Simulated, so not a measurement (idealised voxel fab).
This is a process module. Its name is voxel capacitor over wiring.
We display cut, a cross-section 265 nm in width whose square cells are each 5 nm.
In this document a cross-section is written as a grid of square cells. It is given as a series of bands, listed from the top down, and a band is one or more rows of cells.
Look at the band entry: it leads with the top's height and the bottom's height in nm. Then it lists the materials left to right, with a width in nm for each. The word "edge to edge" on a single material says that material fills the band edge to edge. The word "empty" is empty space.
Where do heights start? At 0: under that level the wafer as delivered is made of one material only. And the lowest band has no floor; it just carries on downward, as in "z 0 and below".
Read "30..40" as a graded width: first number on top, second number at the bottom, same change between each pair of neighbouring rows.
Given "nothing got changed" for a step, no cell of the cross-section differs between before and after that step.
Entry "Sealed voids". Content: empty spaces with no open connection to the top, size 8 cells or greater. Each: width x height at distance. Distance: from left edge. Unit: nm.
Read whatever lies past the settings on a step's line as the simulator's own remark about the step.
Among the settings permitted on a step's line is "overlay nm"; applied to a step with a mask, it specifies the extent to which the mask lay to the right of its planned position, whereas a negative figure signifies a position to the left.
Steps in the process plan:
1. RECEIVE with material Si
2. CONFORMAL_DEP with material SiO2, thk nm 10
3. DIRECTIONAL_DEP with material TiN, thk nm 5
4. DIRECTIONAL_DEP with material W, thk nm 25
5. DIRECTIONAL_DEP with material aC, thk nm 10
6. PATTERN with tone cover, mask id METAL_1, material resist, width nm 20, pitch nm 80, thk nm 25, overlay nm 0
7. DIRECTIONAL_ETCH with etch materials aC, depth nm 10
8. STRIP with etch materials resist
9. DIRECTIONAL_ETCH with etch materials W, depth nm 25
10. DIRECTIONAL_ETCH with etch materials TiN, depth nm 5
11. STRIP with etch materials aC
12. CONFORMAL_DEP with material SiCN, thk nm 5
13. FILL_DEP with material SiO2, thk nm 10
14. CMP with height nm 40
15. CONFORMAL_DEP with material SiCN, thk nm 5
16. DIRECTIONAL_DEP with material SiO2, thk nm 20
17. PATTERN with tone open, mask id PLUG_1, material resist, width nm 15, thk nm 20, overlay nm 0
18. DIRECTIONAL_ETCH with etch materials SiO2, depth nm 20
19. DIRECTIONAL_ETCH with etch materials SiCN, depth nm 5
20. STRIP with etch materials resist
21. EPI with material Ru, thk nm 10
22. EPI with material Ru, thk nm 10
23. EPI with material Ru, thk nm 5
24. DIRECTIONAL_DEP with material TiN, thk nm 10
25. DIRECTIONAL_DEP with material Al2O3, thk nm 5
26. DIRECTIONAL_DEP with material TiN, thk nm 10
27. MASKED_ETCH with tone cover, mask id UPPER_PLATE, width nm 65, etch materials TiN, depth nm 10, overlay nm 0
28. MASKED_ETCH with tone cover, mask id UPPER_PLATE, width nm 65, etch materials Al2O3, depth nm 5, overlay nm 0
29. PATTERN with tone cover, mask id LOWER_PLATE, material resist, width nm 75, thk nm 20, overlay nm 0
30. DIRECTIONAL_ETCH with etch materials TiN, depth nm 10
31. STRIP with etch materials resist
32. FILL_DEP with material SiO2, thk nm 20
33. CMP with height nm 105
34. MASKED_ETCH with tone open, mask id PLUG_2, width nm 15, etch materials SiO2, depth nm 15, overlay nm 0
35. CONFORMAL_DEP with material TiN, thk nm 5
36. FILL_DEP with material Ru, thk nm 10
37. CMP with height nm 105
38. CONFORMAL_DEP with material SiN, thk nm 5
Cross-section of the wafer at receipt, which is the condition after step 1:
> z 0 and below: Si edge to edge
> Sealed voids: none
The following cross-section depicts the wafer upon conclusion of the module. Processing commenced from the starting condition illustrated above and adhered to the plan illustrated above, save for one mistake in execution:
> z 110 to 105: SiN edge to edge
> z 105 to 95: SiO2 95 nm / TiN 5 nm / Ru 5 nm / TiN 5 nm / SiO2 155 nm
> z 95 to 90: SiO2 95 nm / TiN 15 nm / SiO2 155 nm
> z 90 to 80: SiO2 80 nm / TiN 5 nm / SiO2 65 nm / TiN 5 nm / SiO2 110 nm
> z 80 to 75: Al2O3 edge to edge
> z 75 to 65: TiN edge to edge
> z 65 to 45: SiO2 85 nm / Ru 15 nm / SiO2 165 nm
> z 45 to 40: SiCN 85 nm / Ru 15 nm / SiCN 165 nm
> z 40 to 15: SiO2 75 nm / SiCN 5 nm / W 20 nm / SiCN 5 nm / SiO2 50 nm / SiCN 5 nm / W 20 nm / SiCN 5 nm / SiO2 80 nm
> z 15 to 10: SiCN 80 nm / TiN 20 nm / SiCN 60 nm / TiN 20 nm / SiCN 85 nm
> z 10 to 0: SiO2 edge to edge
> z 0 and below: Si edge to edge
> Sealed voids: none
So what did we get wrong on this run? step 27 did not use the planned setting and instead ran as MASKED_ETCH with tone open, mask id UPPER_PLATE, width nm 65, etch materials TiN, depth nm 10, overlay nm 0
